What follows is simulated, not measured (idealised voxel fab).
process module | voxel wiring stack
cross-section cut | 220 nm wide | cells 5 nm
A cross-section is a grid of square cells, given in bands from the top down. A band is one or more rows of cells.
Each band's line starts with the height of the band's top and of its bottom, in nm. Then come its materials from left to right, each with its width in nm. One material with "throughout" fills the band from edge to edge. "air" is empty space.
Height 0 is the level under which the wafer as received is all one material. The lowest band goes on downwards, as in "0 down".
A width such as "30 to 40" changes by the same amount from each row of cells to the next, from the band's top row to its bottom row.
"no change" after a step means that no cell of the cross-section changed.
closed voids: empty space of 8 cells or more with no open way to the top, each as width x height at its distance from the left edge, in nm
after a step's settings: what the simulator itself notes on the step
overlay nm, on a step with a mask: how far to the right of its planned place the mask lay; to the left if negative
plan
1 op RECEIVE | material Si
2 op CONFORMAL_DEP | material SiO2 | thk nm 15
3 op CONFORMAL_DEP | material SiN | thk nm 5
4 op DIRECTIONAL_DEP | material SiO2 | thk nm 25
5 op PATTERN | tone open | mask id METAL_1 | material resist | width nm 25 | pitch nm 50 | thk nm 20 | overlay nm 0
6 op DIRECTIONAL_ETCH | etch materials SiO2 | depth nm 25
7 op DIRECTIONAL_ETCH | etch materials SiN | depth nm 5
8 op STRIP | etch materials resist
9 op CONFORMAL_DEP | material TiN | thk nm 5
10 op FILL_DEP | material W | thk nm 5
11 op CMP | height nm 45
12 op CONFORMAL_DEP | material SiCN | thk nm 5
13 op DIRECTIONAL_DEP | material SiO2 | thk nm 10
14 op PATTERN | tone open | mask id PLUG_1 | material resist | width nm 15 | pitch nm 50 | thk nm 20 | overlay nm 0
15 op DIRECTIONAL_ETCH | etch materials SiO2 | depth nm 10
16 op DIRECTIONAL_ETCH | etch materials SiCN | depth nm 5
17 op STRIP | etch materials resist
18 op EPI | material Ru | thk nm 10
19 op EPI | material Ru | thk nm 5
20 op DIRECTIONAL_DEP | material TiN | thk nm 5
21 op DIRECTIONAL_DEP | material Ru | thk nm 25
22 op PATTERN | tone cover | mask id METAL_2 | material resist | width nm 25 | pitch nm 50 | thk nm 15 | overlay nm 0
23 op DIRECTIONAL_ETCH | etch materials Ru | depth nm 25
24 op DIRECTIONAL_ETCH | etch materials TiN | depth nm 5
25 op STRIP | etch materials resist
26 op FILL_DEP | material SiO2 | thk nm 10
27 op CMP | height nm 90
28 op CONFORMAL_DEP | material SiN | thk nm 5
as received, after step 1
  0 down: Si throughout
  closed voids: none
a wafer at the end: this start, this plan, one mistake
  95 to 90: SiN throughout
  90 to 85: SiO2 throughout
  85 to 60: SiO2 70 | Ru 25 | SiO2 25 | Ru 25 | SiO2 75
  60 to 50: SiO2 70 | Ru 15 | SiO2 35 | Ru 15 | SiO2 85
  50 to 45: SiCN 70 | Ru 15 | SiCN 35 | Ru 15 | SiCN 85
  45 to 20: SiO2 70 | TiN 5 | W 15 | TiN 5 | SiO2 25 | TiN 5 | W 15 | TiN 5 | SiO2 75
  20 to 15: SiN 70 | TiN 25 | SiN 25 | TiN 25 | SiN 75
  15 to 0: SiO2 throughout
  0 down: Si throughout
  closed voids: none
what went wrong: step 20 was left out
